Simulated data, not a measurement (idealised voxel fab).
process module | voxel ribs on slabs
cross-section cut | 260 nm wide | cells 5 nm
A cross-section is a grid of square cells, given in bands from the top down. A band is one or more rows of cells.
Each band's line starts with the height of the band's top and of its bottom, in nm. Then come its materials from left to right, each with its width in nm. One material with "throughout" fills the band from edge to edge. "air" is empty space.
Height 0 is the level under which the wafer as received is all one material. The lowest band goes on downwards, as in "0 down".
A width such as "30 to 40" changes by the same amount from each row of cells to the next, from the band's top row to its bottom row.
"no change" after a step means that no cell of the cross-section changed.
closed voids: empty space of 8 cells or more with no open way to the top, each as width x height at its distance from the left edge, in nm
after a step's settings: what the simulator itself notes on the step
overlay nm, on a step with a mask: how far to the right of its planned place the mask lay; to the left if negative
plan
1 op RECEIVE | material Si
2 op DIRECTIONAL_DEP | material SiO2 | thk nm 30
3 op DIRECTIONAL_DEP | material polySi | thk nm 15
4 op DIRECTIONAL_DEP | material aC | thk nm 10
5 op PATTERN | tone cover | mask id RIB | material resist | width nm 15 | thk nm 30 | overlay nm 0
6 op DIRECTIONAL_ETCH | etch materials aC | depth nm 10
7 op STRIP | etch materials resist
8 op DIRECTIONAL_ETCH | etch materials polySi | depth nm 10
9 op STRIP | etch materials aC
10 op MASKED_ETCH | tone cover | mask id SLAB | width nm 75 | etch materials polySi | depth nm 5 | overlay nm 0
11 op FILL_DEP | material SiO2 | thk nm 15
12 op CMP | height nm 55
13 op DIRECTIONAL_DEP | material W | thk nm 10
14 op DIRECTIONAL_DEP | material aC | thk nm 15
15 op PATTERN | tone cover | mask id HEATER | material resist | width nm 25 | thk nm 30 | overlay nm 0
16 op DIRECTIONAL_ETCH | etch materials aC | depth nm 15
17 op STRIP | etch materials resist
18 op DIRECTIONAL_ETCH | etch materials W | depth nm 10
19 op STRIP | etch materials aC
20 op CONFORMAL_DEP | material SiN | thk nm 5
as received, after step 1
  0 down: Si throughout
  closed voids: none
a wafer at the end: this start, this plan, one mistake
  65 to 55: air 115 | W 25 | air 120
  55 to 45: SiO2 throughout
  45 to 35: SiO2 120 | polySi 15 | SiO2 125
  35 to 30: SiO2 90 | polySi 75 | SiO2 95
  30 to 0: SiO2 throughout
  0 down: Si throughout
  closed voids: none
what went wrong: step 20 was left out
